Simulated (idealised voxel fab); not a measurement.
process module | voxel ribs on slabs
cross-section cut | 280 nm wide | cells 5 nm
A cross-section is a grid of square cells, given in bands from the top down. A band is one or more rows of cells.
Each band's line starts with the height of the band's top and of its bottom, in nm. Then come its materials from left to right, each with its width in nm. One material with "throughout" fills the band from edge to edge. "air" is empty space.
Height 0 is the level under which the wafer as received is all one material. The lowest band goes on downwards, as in "0 down".
A width such as "30 to 40" changes by the same amount from each row of cells to the next, from the band's top row to its bottom row.
"no change" after a step means that no cell of the cross-section changed.
closed voids: empty space of 8 cells or more with no open way to the top, each as width x height at its distance from the left edge, in nm
after a step's settings: what the simulator itself notes on the step
overlay nm, on a step with a mask: how far to the right of its planned place the mask lay; to the left if negative
plan
1 op RECEIVE | material Si
2 op DIRECTIONAL_DEP | material SiO2 | thk nm 25
3 op DIRECTIONAL_DEP | material polySi | thk nm 15
4 op DIRECTIONAL_DEP | material aC | thk nm 10
5 op PATTERN | tone cover | mask id RIB | material resist | width nm 15 | thk nm 30 | overlay nm 0
6 op DIRECTIONAL_ETCH | etch materials aC | depth nm 10
7 op STRIP | etch materials resist
8 op DIRECTIONAL_ETCH | etch materials polySi | depth nm 10
9 op STRIP | etch materials aC
10 op MASKED_ETCH | tone cover | mask id SLAB | width nm 45 | etch materials polySi | depth nm 5 | overlay nm 0
11 op FILL_DEP | material SiO2 | thk nm 15
12 op CMP | height nm 50
13 op DIRECTIONAL_DEP | material TiN | thk nm 5
14 op MASKED_ETCH | tone cover | mask id HEATER | width nm 25 | etch materials TiN | depth nm 5 | overlay nm 0
15 op CONFORMAL_DEP | material SiO2 | thk nm 10
as received, after step 1
  0 down: Si throughout
  closed voids: none
a wafer at the end: this start, this plan, one mistake
  65 to 60: SiO2 135 | air 5 | SiO2 140
  60 to 55: SiO2 throughout
  55 to 50: TiN 125 | SiO2 25 | TiN 130
  50 to 40: SiO2 throughout
  40 to 30: SiO2 130 | polySi 15 | SiO2 135
  30 to 25: SiO2 115 | polySi 45 | SiO2 120
  25 to 0: SiO2 throughout
  0 down: Si throughout
  closed voids: none
what went wrong: step 14 ran as: op MASKED_ETCH | tone open | mask id HEATER | width nm 25 | etch materials TiN | depth nm 5 | overlay nm 0
